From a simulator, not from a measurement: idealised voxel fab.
process module | voxel transistor to metal
The cross-section on display is named cut; it measures 210 nm wide, and its cells are 5 nm squares.
A cross-section is written here as square cells arranged in a grid, and it is given in bands from the top down, each band taking up one or more rows of cells. Each band's line starts with the height of the band's top and of its bottom, in nm. Then come its materials from left to right, each with its width in nm. One material with "throughout" fills the band from edge to edge. "empty" is empty space. The level at which height equals 0 is the one under which the wafer, as it arrives, is entirely one material. No lower edge exists for the bottom band, which continues downward and is notated as in "top 0, no bottom". A width given as "30->40" starts at the first number in the band's top row and ends at the second number in its bottom row, shifting by an equal amount at every step from row to row. For the purposes of this document, the phrase "no change occurred" attached to a step denotes that no cell within the cross-section was modified by that step. Empty spaces counting at least 8 cells and having no open way to the top are listed in "Listed closed voids". The notation width x height at distance is used for each, the distance being from the left edge and all three values in nm. On a step's line, text after the settings is the simulator commenting on that step. overlay nm: right-of-plan distance of the mask on a masked step; negative values mean left-of-plan.
Process steps (planned)
1. RECEIVE: material Si
2. CONFORMAL_DEP: material SiO2, thk nm 5
3. CONFORMAL_DEP: material SiN, thk nm 10
4. DIRECTIONAL_DEP: material aC, thk nm 10
5. PATTERN: tone cover, mask id ACTIVE, material resist, width nm 105, thk nm 25, overlay nm 0
6. DIRECTIONAL_ETCH: etch materials aC, depth nm 10
7. STRIP: etch materials resist
8. DIRECTIONAL_ETCH: etch materials SiN, depth nm 10
9. DIRECTIONAL_ETCH: etch materials SiO2, depth nm 5
10. DIRECTIONAL_ETCH: etch materials Si, depth nm 30
11. STRIP: etch materials aC
12. FILL_DEP: material SiO2, thk nm 15
13. CMP: height nm 15
14. SELECTIVE_ETCH: etch materials SiO2, depth nm 5
15. STRIP: etch materials SiN
16. SELECTIVE_ETCH: etch materials SiO2, depth nm 5
17. OXIDIZE: depth nm 5
18. DIRECTIONAL_DEP: material polySi, thk nm 20
19. DIRECTIONAL_DEP: material SiCN, thk nm 10
20. DIRECTIONAL_DEP: material aC, thk nm 10
21. PATTERN: tone cover, mask id GATE, material resist, width nm 15, thk nm 30, overlay nm 0
22. DIRECTIONAL_ETCH: etch materials aC, depth nm 10
23. STRIP: etch materials resist
24. DIRECTIONAL_ETCH: etch materials SiCN, depth nm 20
25. DIRECTIONAL_ETCH: etch materials polySi, depth nm 30
26. STRIP: etch materials aC
27. CONFORMAL_DEP: material SiN, thk nm 5
28. DIRECTIONAL_ETCH: etch materials SiN, depth nm 5
29. DIRECTIONAL_ETCH: etch materials SiO2, depth nm 5
30. EPI: material pSi, thk nm 5
31. FILL_DEP: material SiO2, thk nm 10
32. CMP: height nm 30
33. DIRECTIONAL_DEP: material SiO2, thk nm 15
34. PATTERN: tone open, mask id CONTACT, material resist, width nm 30, pitch nm 55, thk nm 20, overlay nm 0
35. DIRECTIONAL_ETCH: etch materials SiO2, depth nm 45
36. STRIP: etch materials resist
37. CONFORMAL_DEP: material TiN, thk nm 5
38. FILL_DEP: material W, thk nm 5
39. CMP: height nm 45
40. DIRECTIONAL_DEP: material TiN, thk nm 5
41. DIRECTIONAL_DEP: material W, thk nm 25
42. DIRECTIONAL_DEP: material aC, thk nm 15
43. PATTERN: tone cover, mask id METAL_1, material resist, width nm 15, pitch nm 70, thk nm 35, overlay nm 0
44. DIRECTIONAL_ETCH: etch materials aC, depth nm 15
45. STRIP: etch materials resist
46. DIRECTIONAL_ETCH: etch materials W, depth nm 25
47. DIRECTIONAL_ETCH: etch materials TiN, depth nm 5
48. STRIP: etch materials aC
49. FILL_DEP: material SiO2, thk nm 10
50. CMP: height nm 75
51. CONFORMAL_DEP: material SiN, thk nm 5
Step 1 complete: cross-section of the wafer as received
* top 0, no bottom  Si throughout
* Listed closed voids: none
Result of the module, cross-sectioned: start per above, plan per above, one error in how it was run
* top 80, bottom 75  SiN throughout
* top 75, bottom 50  60 SiO2, 15 W, 55 SiO2, 15 W, 65 SiO2
* top 50, bottom 45  60 SiO2, 15 TiN, 55 SiO2, 15 TiN, 65 SiO2
* top 45, bottom 35  60 SiO2, 5 TiN, 20 W, 5 TiN, 25 SiO2, 5 TiN, 20 W, 5 TiN, 65 SiO2
* top 35, bottom 30  60 SiO2, 30 TiN, 25 SiO2, 30 TiN, 65 SiO2
* top 30, bottom 25  SiN throughout
* top 25, bottom 20  45 polySi, 115 SiN, 50 polySi
* top 20, bottom 5  polySi throughout
* top 5, bottom 0  45 SiO2, 115 polySi, 50 SiO2
* top 0, bottom -5  SiO2 throughout
* top -5, bottom -30  50 SiO2, 105 Si, 55 SiO2
* top -30, no bottom  Si throughout
* Listed closed voids: none
Which mistake was made when the wafer was run? the process deviated at step 19: the operation and settings actually run there were DIRECTIONAL_DEP: material SiN, thk nm 10
